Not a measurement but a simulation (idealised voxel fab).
This is a process module. Its name is voxel transistor to metal.
This is section cut - it's 185 nm across, gridded in 5 nm square cells.
For the purposes of this document, a cross-section shall be understood as a grid of square cells, specified as bands listed in top-to-bottom order, each band consisting of one or more rows of cells. Band entry format. Leading values: height of top, height of bottom, nm. Remainder: materials in left-to-right order, each with its width in nm. Special words: "all across" on a single material, which then fills the band edge to edge; "empty", empty space. Heights are measured from 0, the level below which the as-received wafer is all one material; the lowest band has no bottom and continues downward, written as in "0 -> down". The two numbers in a width such as "30->40" mark its ends across the band: the first belongs to the top row of cells, the second to the bottom row, and from each row to the next the width moves by the same amount. You'll sometimes find "no change occurred" written for a step, and that's the way of saying that nowhere in the cross-section did a cell change during that step. If an empty space has no open way to the top and is at least 8 cells in size, "Enclosed void listing" lists it, written width x height at distance, where distance is measured from the left edge and every value is in nm. That trailing text on a step's line, after the settings, is the simulator's own remark on the step. What "overlay nm" on a step's line means: if the step has a mask, that mask lay this far to the right of its planned place, or, when the value is negative, to the left.
**Listed below are the process steps as planned**
1. RECEIVE, material Si
2. CONFORMAL_DEP, material SiO2, thk nm 5
3. CONFORMAL_DEP, material SiN, thk nm 10
4. MASKED_ETCH, tone cover, mask id ACTIVE, width nm 110, etch materials SiN, depth nm 10, overlay nm 0
5. MASKED_ETCH, tone cover, mask id ACTIVE, width nm 110, etch materials SiO2, depth nm 5, overlay nm 0
6. MASKED_ETCH, tone cover, mask id ACTIVE, width nm 110, etch materials Si, depth nm 35, overlay nm 0
7. OXIDIZE, depth nm 5
8. FILL_DEP, material SiO2, thk nm 10
9. CMP, height nm 15
10. SELECTIVE_ETCH, etch materials SiO2, depth nm 5
11. STRIP, etch materials SiN
12. SELECTIVE_ETCH, etch materials SiO2, depth nm 5
13. OXIDIZE, depth nm 5
14. DIRECTIONAL_DEP, material polySi, thk nm 30
15. DIRECTIONAL_DEP, material SiCN, thk nm 10
16. MASKED_ETCH, tone cover, mask id GATE, width nm 30, etch materials SiCN, depth nm 20, overlay nm 0
17. MASKED_ETCH, tone cover, mask id GATE, width nm 30, etch materials polySi, depth nm 40, overlay nm 0
18. CONFORMAL_DEP, material SiN, thk nm 10
19. DIRECTIONAL_ETCH, etch materials SiN, depth nm 10
20. DIRECTIONAL_ETCH, etch materials SiO2, depth nm 5
21. DIRECTIONAL_ETCH, etch materials Si, depth nm 10
22. EPI, material pSi, thk nm 10
23. FILL_DEP, material SiO2, thk nm 5
24. CMP, height nm 30
25. STRIP, etch materials polySi
26. SELECTIVE_ETCH, etch materials SiO2, depth nm 5
27. CONFORMAL_DEP, material HfO2, thk nm 5
28. CONFORMAL_DEP, material TiN, thk nm 5
29. FILL_DEP, material W, thk nm 5
30. CMP, height nm 25
31. DIRECTIONAL_DEP, material SiO2, thk nm 10
32. MASKED_ETCH, tone open, mask id CONTACT, width nm 20, pitch nm 80, etch materials SiO2, depth nm 40, overlay nm 0
33. CONFORMAL_DEP, material TiN, thk nm 5
34. FILL_DEP, material Ru, thk nm 5
35. CMP, height nm 35
36. DIRECTIONAL_DEP, material TiN, thk nm 5
37. DIRECTIONAL_DEP, material Ru, thk nm 15
38. PATTERN, tone cover, mask id METAL_1, material resist, width nm 20, pitch nm 80, thk nm 15, overlay nm 0
39. DIRECTIONAL_ETCH, etch materials Ru, depth nm 15
40. DIRECTIONAL_ETCH, etch materials TiN, depth nm 5
41. STRIP, etch materials resist
42. CONFORMAL_DEP, material SiCN, thk nm 5
43. FILL_DEP, material lowk, thk nm 10
44. CMP, height nm 55
45. CONFORMAL_DEP, material SiCN, thk nm 5
46. DIRECTIONAL_DEP, material SiO2, thk nm 25
47. DIRECTIONAL_DEP, material aC, thk nm 15
48. PATTERN, tone open, mask id METAL_2_HOLES, material resist, width nm 15, pitch nm 80, thk nm 30, overlay nm 0
49. DIRECTIONAL_ETCH, etch materials aC, depth nm 15
50. STRIP, etch materials resist
51. DIRECTIONAL_ETCH, etch materials SiO2, depth nm 25
52. STRIP, etch materials aC
53. DIRECTIONAL_DEP, material aC, thk nm 10
54. PATTERN, tone open, mask id METAL_2, material resist, width nm 20, pitch nm 80, thk nm 30, overlay nm 0
55. DIRECTIONAL_ETCH, etch materials aC, depth nm 10
56. STRIP, etch materials resist
57. DIRECTIONAL_ETCH, etch materials SiO2, depth nm 15
58. DIRECTIONAL_ETCH, etch materials SiCN, depth nm 5
59. STRIP, etch materials aC
60. CONFORMAL_DEP, material TiN, thk nm 5
61. FILL_DEP, material Cu, thk nm 5
62. CMP, height nm 85
63. CONFORMAL_DEP, material SiN, thk nm 5
Heads up: all these wafers start the same, and what changes between them is the depth nm in step 10. The value you see in the plan is just what the first wafer got.
**As-received cross-section, first of several wafers, post step 1**
- 0 -> down | Si all across
- Enclosed void listing: none
**Basically each wafer gets a line in the table, showing it at the end of the module: material by material, the cells it gained (+) or lost (-) since we got it, then its closed voids**
depth nm 5, +14 Cu, +18 HfO2, +48 Ru, -176 Si, +72 SiCN, +61 SiN, +434 SiO2, +84 TiN, +8 W, +75 lowk, +28 pSi, Enclosed void listing: none
depth nm 10, +14 Cu, +18 HfO2, +48 Ru, -176 Si, +72 SiCN, +57 SiN, +438 SiO2, +84 TiN, +8 W, +75 lowk, +28 pSi, Enclosed void listing: none
depth nm 15, +14 Cu, +18 HfO2, +46 Ru, -174 Si, +72 SiCN, +61 SiN, +436 SiO2, +80 TiN, +8 W, +75 lowk, +30 pSi, Enclosed void listing: none
depth nm 20, +14 Cu, +18 HfO2, +48 Ru, -176 Si, +72 SiCN, +65 SiN, +434 SiO2, +84 TiN, +8 W, +75 lowk, +24 pSi, Enclosed void listing: none
depth nm 25, +14 Cu, +18 HfO2, +48 Ru, -178 Si, +72 SiCN, +69 SiN, +432 SiO2, +84 TiN, +8 W, +75 lowk, +24 pSi, Enclosed void listing: none
